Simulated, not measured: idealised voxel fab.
process module | voxel wiring stack
cross-section cut | 285 nm wide | cells 5 nm
A cross-section is a grid of square cells, given in bands from the top down. A band is one or more rows of cells.
Each band's line starts with the height of the band's top and of its bottom, in nm. Then come its materials from left to right, each with its width in nm. One material with "throughout" fills the band from edge to edge. "air" is empty space.
Height 0 is the level under which the wafer as received is all one material. The lowest band goes on downwards, as in "0 down".
A width such as "30 to 40" changes by the same amount from each row of cells to the next, from the band's top row to its bottom row.
"no change" after a step means that no cell of the cross-section changed.
closed voids: empty space of 8 cells or more with no open way to the top, each as width x height at its distance from the left edge, in nm
after a step's settings: what the simulator itself notes on the step
overlay nm, on a step with a mask: how far to the right of its planned place the mask lay; to the left if negative
plan
1 op RECEIVE | material Si
2 op CONFORMAL_DEP | material SiO2 | thk nm 15
3 op DIRECTIONAL_DEP | material TiN | thk nm 5
4 op DIRECTIONAL_DEP | material Ru | thk nm 15
5 op PATTERN | tone cover | mask id METAL_1 | material resist | width nm 30 | pitch nm 45 | thk nm 15 | overlay nm 0
6 op DIRECTIONAL_ETCH | etch materials Ru | depth nm 15
7 op DIRECTIONAL_ETCH | etch materials TiN | depth nm 5
8 op STRIP | etch materials resist
9 op CONFORMAL_DEP | material SiCN | thk nm 5
10 op FILL_DEP | material SiO2 | thk nm 10
11 op CMP | height nm 35
12 op CONFORMAL_DEP | material SiCN | thk nm 5
13 op DIRECTIONAL_DEP | material lowk | thk nm 20
14 op DIRECTIONAL_DEP | material aC | thk nm 10
15 op PATTERN | tone open | mask id PLUG_1 | material resist | width nm 15 | thk nm 25 | overlay nm 0
16 op DIRECTIONAL_ETCH | etch materials aC | depth nm 10
17 op STRIP | etch materials resist
18 op DIRECTIONAL_ETCH | etch materials lowk | depth nm 20
19 op DIRECTIONAL_ETCH | etch materials SiCN | depth nm 5
20 op STRIP | etch materials aC
21 op CONFORMAL_DEP | material TiN | thk nm 5
22 op FILL_DEP | material W | thk nm 10
23 op CMP | height nm 60
24 op CONFORMAL_DEP | material SiCN | thk nm 5
25 op DIRECTIONAL_DEP | material SiO2 | thk nm 15
26 op MASKED_ETCH | tone open | mask id METAL_2 | width nm 30 | pitch nm 45 | etch materials SiO2 | depth nm 15 | overlay nm 0
27 op MASKED_ETCH | tone open | mask id METAL_2 | width nm 30 | pitch nm 45 | etch materials SiCN | depth nm 5 | overlay nm 0
28 op CONFORMAL_DEP | material TiN | thk nm 5
29 op FILL_DEP | material Cu | thk nm 10
30 op CMP | height nm 80
31 op CONFORMAL_DEP | material SiCN | thk nm 5
32 op DIRECTIONAL_DEP | material lowk | thk nm 10
33 op MASKED_ETCH | tone open | mask id PLUG_2 | width nm 15 | etch materials lowk | depth nm 10 | overlay nm 0
34 op MASKED_ETCH | tone open | mask id PLUG_2 | width nm 15 | etch materials SiCN | depth nm 5 | overlay nm 0
35 op EPI | material Ru | thk nm 10
36 op EPI | material Ru | thk nm 5
37 op CONFORMAL_DEP | material SiN | thk nm 5
38 op DIRECTIONAL_DEP | material SiO2 | thk nm 15
39 op DIRECTIONAL_DEP | material aC | thk nm 15
40 op PATTERN | tone open | mask id METAL_3 | material resist | width nm 30 | pitch nm 45 | thk nm 35 | overlay nm 0
41 op DIRECTIONAL_ETCH | etch materials aC | depth nm 15
42 op STRIP | etch materials resist
43 op DIRECTIONAL_ETCH | etch materials SiO2 | depth nm 15
44 op DIRECTIONAL_ETCH | etch materials SiN | depth nm 5
45 op STRIP | etch materials aC
46 op CONFORMAL_DEP | material TiN | thk nm 5
47 op FILL_DEP | material Ru | thk nm 10
48 op CMP | height nm 115
49 op CONFORMAL_DEP | material SiCN | thk nm 5
50 op DIRECTIONAL_DEP | material lowk | thk nm 30
51 op PATTERN | tone open | mask id METAL_4_HOLES | material resist | width nm 15 | thk nm 20 | overlay nm 0
52 op DIRECTIONAL_ETCH | etch materials lowk | depth nm 30
53 op STRIP | etch materials resist
54 op PATTERN | tone open | mask id METAL_4 | material resist | width nm 30 | pitch nm 45 | thk nm 15 | overlay nm 0
55 op DIRECTIONAL_ETCH | etch materials lowk | depth nm 20
56 op DIRECTIONAL_ETCH | etch materials SiCN | depth nm 5
57 op STRIP | etch materials resist
58 op CONFORMAL_DEP | material TiN | thk nm 5
59 op FILL_DEP | material Cu | thk nm 5
60 op CMP | height nm 150
61 op CONFORMAL_DEP | material SiN | thk nm 5
as received, after step 1
  0 down: Si throughout
  closed voids: none
a wafer at the end: this start, this plan, one mistake
  145 to 140: SiN throughout
  140 to 135: lowk 105 | TiN 5 | Cu 20 | TiN 5 | lowk 15 | TiN 5 | Cu 20 | TiN 5 | lowk 105
  135 to 130: lowk 105 | TiN 5 | Cu 5 | TiN 20 | lowk 15 | TiN 30 | lowk 105
  130 to 120: lowk 105 | TiN 5 | Cu 5 | TiN 5 | lowk 165
  120 to 115: SiCN 105 | TiN 15 | SiCN 165
  115 to 100: SiO2 105 | TiN 5 | Ru 20 | TiN 5 | SiO2 15 | TiN 5 | Ru 20 | TiN 5 | SiO2 105
  100 to 95: SiN 105 | TiN 30 | SiN 15 | TiN 30 | SiN 105
  95 to 85: lowk 105 | Ru 15 | lowk 165
  85 to 80: SiCN 105 | Ru 15 | SiCN 165
  80 to 65: SiO2 105 | TiN 5 | Cu 20 | TiN 5 | SiO2 15 | TiN 5 | Cu 20 | TiN 5 | SiO2 105
  65 to 60: SiCN 105 | TiN 30 | SiCN 15 | TiN 30 | SiCN 105
  60 to 40: lowk 105 | TiN 5 | W 5 | TiN 5 | lowk 165
  40 to 35: SiCN 105 | TiN 15 | SiCN 165
  35 to 20: SiO2 100 | SiCN 5 | Ru 30 | SiCN 5 | SiO2 5 | SiCN 5 | Ru 30 | SiCN 5 | SiO2 100
  20 to 15: SiCN 105 | TiN 30 | SiCN 15 | TiN 30 | SiCN 105
  15 to 0: SiO2 throughout
  0 down: Si throughout
  closed voids: none
what went wrong: step 60 ran as: op CMP | height nm 140
